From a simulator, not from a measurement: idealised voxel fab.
Process module under the name voxel capacitor over wiring
Each square cell in cross-section cut measures 5 nm, and the section as a whole is 160 nm wide.
Reading order for cross-sections: top band down to bottom band. Underlying form: a grid of square cells. Band size: one or more rows of cells.
Top, bottom (nm), then materials left to right with widths (nm); lone material tagged "everywhere" fills the whole band edge to edge; "empty" = empty space.
Note: height 0 marks the level under which the wafer is uniformly one material as received. Lowest band unbounded below, written "from 0 down".
You'd read "30->40" like this: the band's top row of cells is as wide as the first number, its bottom row is as wide as the second, and going down, every row changes width by the same amount as the row before did.
It should be understood that the words "no alteration", when stated for a given step, signify that the cross-section underwent no change in any of its cells during that step.
"Closed internal cavities" means: voids of 8 cells or more that are shut off from the top with no open way through. Written width x height at distance, distance from the left edge, in nm.
Formally, on a step line, whatever follows the settings is a remark that the simulator itself makes on the step.
overlay nm: for a step with a mask, the amount by which the mask lay right of where it was planned; a negative amount means left of it.
### Listed below are the process steps as planned
1: RECEIVE: material Si
2: CONFORMAL_DEP: material SiO2, thk nm 10
3: CONFORMAL_DEP: material SiCN, thk nm 5
4: DIRECTIONAL_DEP: material lowk, thk nm 15
5: PATTERN: tone open, mask id METAL_1, material resist, width nm 20, pitch nm 85, thk nm 20, overlay nm 0
6: DIRECTIONAL_ETCH: etch materials lowk, depth nm 15
7: DIRECTIONAL_ETCH: etch materials SiCN, depth nm 5
8: STRIP: etch materials resist
9: CONFORMAL_DEP: material TiN, thk nm 5
10: FILL_DEP: material Cu, thk nm 5
11: CMP: height nm 30
12: EPI: material Ru, thk nm 5
13: FILL_DEP: material SiCN, thk nm 5
14: DIRECTIONAL_DEP: material lowk, thk nm 10
15: PATTERN: tone open, mask id PLUG_1, material resist, width nm 15, thk nm 15, overlay nm 0
16: DIRECTIONAL_ETCH: etch materials lowk, depth nm 10
17: DIRECTIONAL_ETCH: etch materials SiCN, depth nm 5
18: STRIP: etch materials resist
19: EPI: material Ru, thk nm 10
20: EPI: material Ru, thk nm 5
21: DIRECTIONAL_DEP: material TiN, thk nm 10
22: DIRECTIONAL_DEP: material SiN, thk nm 5
23: DIRECTIONAL_DEP: material TiN, thk nm 5
24: MASKED_ETCH: tone cover, mask id UPPER_PLATE, width nm 70, etch materials TiN, depth nm 5, overlay nm 0
25: MASKED_ETCH: tone cover, mask id UPPER_PLATE, width nm 70, etch materials SiN, depth nm 5, overlay nm 0
26: PATTERN: tone cover, mask id LOWER_PLATE, material resist, width nm 80, thk nm 15, overlay nm 0
27: DIRECTIONAL_ETCH: etch materials TiN, depth nm 10
28: STRIP: etch materials resist
29: FILL_DEP: material SiO2, thk nm 15
30: CMP: height nm 80
31: MASKED_ETCH: tone open, mask id PLUG_2, width nm 15, etch materials SiO2, depth nm 10, overlay nm 0
32: CONFORMAL_DEP: material TiN, thk nm 5
33: FILL_DEP: material W, thk nm 10
34: CMP: height nm 80
35: CONFORMAL_DEP: material SiN, thk nm 5
### Cross-section of the incoming wafer, state after step 1
from 0 down: Si everywhere
Closed internal cavities: none
### The module was run from the start shown above using the plan shown above, but one mistake was made doing it; the resulting wafer cross-section is below
from 85 to 80: SiN everywhere
from 80 to 75: SiO2 40 nm, then TiN 5 nm, then W 5 nm, then TiN 5 nm, then SiO2 105 nm
from 75 to 70: SiO2 40 nm, then TiN 15 nm, then SiO2 105 nm
from 70 to 65: SiO2 everywhere
from 65 to 60: SiO2 30 nm, then SiN 70 nm, then SiO2 60 nm
from 60 to 50: TiN 25 nm, then SiO2 5 nm, then TiN 70 nm, then SiO2 5 nm, then TiN 55 nm
from 50 to 40: lowk 30 nm, then Ru 15 nm, then lowk 115 nm
from 40 to 35: SiCN 30 nm, then Ru 15 nm, then SiCN 115 nm
from 35 to 30: SiCN 20 nm, then Ru 30 nm, then SiCN 55 nm, then Ru 30 nm, then SiCN 25 nm
from 30 to 15: lowk 25 nm, then TiN 5 nm, then Cu 10 nm, then TiN 5 nm, then lowk 65 nm, then TiN 5 nm, then Cu 10 nm, then TiN 5 nm, then lowk 30 nm
from 15 to 10: SiCN 25 nm, then TiN 20 nm, then SiCN 65 nm, then TiN 20 nm, then SiCN 30 nm
from 10 to 0: SiO2 everywhere
from 0 down: Si everywhere
Closed internal cavities: none
What broke from the plan during processing? step 26 off recipe, ran as PATTERN: tone open, mask id LOWER_PLATE, material resist, width nm 80, thk nm 15, overlay nm 0
